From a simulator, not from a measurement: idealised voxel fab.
voxel transistor to metal: a process module
205 nm wide, 5 nm square cells: that's cross-section cut.
Cross-section layout: square cells on a grid; listed as bands, top to bottom; a band spans one or more cell rows. Read a band's entry like this: the first values are the height of its top and the height of its bottom in nm, and what follows is the sequence of materials from left to right, each with its width in nm. Note that "empty" is empty space, and that a single material marked "throughout" reaches across the band from edge to edge. Convention: height 0 is the level below which the wafer, as received, is all one material. The lowest band does not terminate at the bottom but continues downward, represented as "0 -> down". Note: "30..40" means the width goes from the first number (top row of the band) to the second number (bottom row) in equal steps per row of cells. It should be understood that the words "remains unaltered", when stated for a given step, signify that the cross-section underwent no change in any of its cells during that step. Voids not open to the top, 8 cells minimum: see "Completely enclosed voids". Written width x height at distance; distance is from the left edge; nm. Past the settings on a step's line: simulator remark, on that step. The "overlay nm" setting may appear on a step's line; for a step that uses a mask, it gives how far to the right of its planned position the mask lay, and a negative value indicates the left.

THE PLANNED PROCESS STEPS ARE ENUMERATED HEREUNDER
1 RECEIVE with material Si
2 CONFORMAL_DEP with material SiO2, thk nm 5
3 CONFORMAL_DEP with material SiN, thk nm 15
4 MASKED_ETCH with tone cover, mask id ACTIVE, width nm 95, etch materials SiN, depth nm 15, overlay nm 0
5 MASKED_ETCH with tone cover, mask id ACTIVE, width nm 95, etch materials SiO2, depth nm 5, overlay nm 0
6 MASKED_ETCH with tone cover, mask id ACTIVE, width nm 95, etch materials Si, depth nm 25, overlay nm 0
7 FILL_DEP with material SiO2, thk nm 15
8 CMP with height nm 20
9 SELECTIVE_ETCH with etch materials SiO2, depth nm 10
10 STRIP with etch materials SiN
11 SELECTIVE_ETCH with etch materials SiO2, depth nm 5
12 OXIDIZE with depth nm 5
13 DIRECTIONAL_DEP with material polySi, thk nm 25
14 DIRECTIONAL_DEP with material SiCN, thk nm 15
15 PATTERN with tone cover, mask id GATE, material resist, width nm 25, thk nm 15, overlay nm 0
16 DIRECTIONAL_ETCH with etch materials SiCN, depth nm 25
17 DIRECTIONAL_ETCH with etch materials polySi, depth nm 35
18 STRIP with etch materials resist
19 CONFORMAL_DEP with material SiN, thk nm 10
20 DIRECTIONAL_ETCH with etch materials SiN, depth nm 10
21 DIRECTIONAL_ETCH with etch materials SiO2, depth nm 5
22 EPI with material SiGe, thk nm 5
23 FILL_DEP with material SiO2, thk nm 10
24 CMP with height nm 40
25 DIRECTIONAL_DEP with material SiO2, thk nm 10
26 PATTERN with tone open, mask id CONTACT, material resist, width nm 25, pitch nm 60, thk nm 15, overlay nm 0
27 DIRECTIONAL_ETCH with etch materials SiO2, depth nm 50
28 STRIP with etch materials resist
29 CONFORMAL_DEP with material TiN, thk nm 5
30 FILL_DEP with material Ru, thk nm 10
31 CMP with height nm 50
32 CONFORMAL_DEP with material SiN, thk nm 5
33 DIRECTIONAL_DEP with material SiO2, thk nm 15
34 MASKED_ETCH with tone open, mask id METAL_1, width nm 15, pitch nm 70, etch materials SiO2, depth nm 15, overlay nm 0
35 MASKED_ETCH with tone open, mask id METAL_1, width nm 15, pitch nm 70, etch materials SiN, depth nm 5, overlay nm 0
36 CONFORMAL_DEP with material TiN, thk nm 5
37 FILL_DEP with material W, thk nm 5
38 CMP with height nm 70
39 CONFORMAL_DEP with material SiCN, thk nm 5

WAFER CROSS-SECTION ON RECEIPT, I.E. AFTER STEP 1
- 0 -> down = Si throughout
- Completely enclosed voids: none

THE PLAN ABOVE WAS CARRIED OUT ON THE STARTING STRUCTURE ABOVE WITH ONE MISTAKE, AND THIS CROSS-SECTION SHOWS THE WAFER AT THE END OF THE MODULE
- 75 -> 70 = SiCN throughout
- 70 -> 55 = 60 nm SiO2 | 5 nm TiN | 5 nm W | 5 nm TiN | 55 nm SiO2 | 5 nm TiN | 5 nm W | 5 nm TiN | 60 nm SiO2
- 55 -> 50 = 60 nm SiN | 15 nm TiN | 55 nm SiN | 15 nm TiN | 60 nm SiN
- 50 -> 40 = 60 nm SiO2 | 5 nm TiN | 15..10 nm Ru | 5..10 nm TiN | 35 nm SiO2 | 5..10 nm TiN | 15..10 nm Ru | 5 nm TiN | 60 nm SiO2
- 40 -> 35 = 60 nm SiO2 | 5 nm TiN | 10 nm Ru | 5 nm TiN | 10 nm SiN | 25 nm SiCN | 10 nm SiN | 5 nm TiN | 10 nm Ru | 5 nm TiN | 60 nm SiO2
- 35 -> 30 = 50 nm SiCN | 10 nm SiN | 20 nm TiN | 10 nm SiN | 25 nm SiCN | 10 nm SiN | 20 nm TiN | 10 nm SiN | 50 nm SiCN
- 30 -> 25 = 50 nm polySi | 105 nm SiCN | 50 nm polySi
- 25 -> 5 = polySi throughout
- 5 -> 0 = 50 nm SiO2 | 105 nm polySi | 50 nm SiO2
- 0 -> -5 = SiO2 throughout
- -5 -> -25 = 55 nm SiO2 | 95 nm Si | 55 nm SiO2
- -25 -> down = Si throughout
- Completely enclosed voids: none
Nonconformance to the process plan: step 14 of the plan was twice carried out
